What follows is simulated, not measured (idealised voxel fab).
Presented below is a process module, voxel spacer lines.
Shown is cross-section cut, with a width of 280 nm and square cells of size 5 nm.
Throughout this document, each cross-section is represented as a grid of square cells and is presented as a sequence of bands enumerated from the top downward, where a band comprises one or more rows of cells.
The band entry comprises the height of the band's top followed by the height of its bottom, expressed in nm, and subsequently the band's materials from left to right, each stated together with its width in nm. Where a single material is marked with the word "throughout", that material fills the band from edge to edge. The word "air" represents empty space.
Measure heights from 0. That's the level where, below it, the as-received wafer is all one material. The lowest band is bottomless and extends downward; write it as in "z 0 and below".
A width such as "30..40" changes by the same amount from each row of cells to the next, from the band's top row to its bottom row.
Any step labelled "changes: none" changed none of the cells in the cross-section.
Listed in "Sealed voids": every empty space of 8 or more cells without an open way to the top. Form: width x height at distance, the distance being from the left edge, all in nm.
Where a step's line continues beyond its settings, the continuation is a remark by the simulator itself on that step.
"overlay nm" denotes, for a step that has a mask, the displacement of the mask to the right of its planned place, with negative values corresponding to the left.
The process steps that were planned are listed below:
1. op RECEIVE | material Si
2. op CONFORMAL_DEP | material Al2O3 | thk nm 10
3. op DIRECTIONAL_DEP | material W | thk nm 10
4. op DIRECTIONAL_DEP | material polySi | thk nm 20
5. op PATTERN | tone cover | mask id MANDREL | material resist | width nm 15 | pitch nm 50 | thk nm 25 | overlay nm 0
6. op DIRECTIONAL_ETCH | etch materials polySi | depth nm 20
7. op STRIP | etch materials resist
8. op CONFORMAL_DEP | material SiO2 | thk nm 10
9. op DIRECTIONAL_ETCH | etch materials SiO2 | depth nm 10
10. op STRIP | etch materials polySi
11. op DIRECTIONAL_ETCH | etch materials W | depth nm 10
12. op STRIP | etch materials SiO2
13. op FILL_DEP | material lowk | thk nm 5
14. op CMP | height nm 20
Cross-section: wafer on arrival = after step 1:
    z 0 and below | Si throughout
    Sealed voids: none
Post-module cross-section of the first of two wafers (run per plan):
    z 20 to 10 | lowk (95), W (10), lowk (15), W (10), lowk (15), W (10), lowk (15), W (10), lowk (100)
    z 10 to 0 | Al2O3 throughout
    z 0 and below | Si throughout
    Sealed voids: none
Second of two wafers, module complete, sectioned: it shares the first wafer's start and plan but was run with one mistake:
    z 20 to 10 | lowk (100), W (5), lowk (15), W (5), lowk (25), W (5), lowk (15), W (5), lowk (105)
    z 10 to 0 | Al2O3 throughout
    z 0 and below | Si throughout
    Sealed voids: none
So what did we get wrong on this run? step 8 ran with different settings than intended, the actual operation and settings being op CONFORMAL_DEP | material SiO2 | thk nm 5
Final cells, second wafer relative to first, materials higher or lower: 8 fewer of W, 8 more of lowk
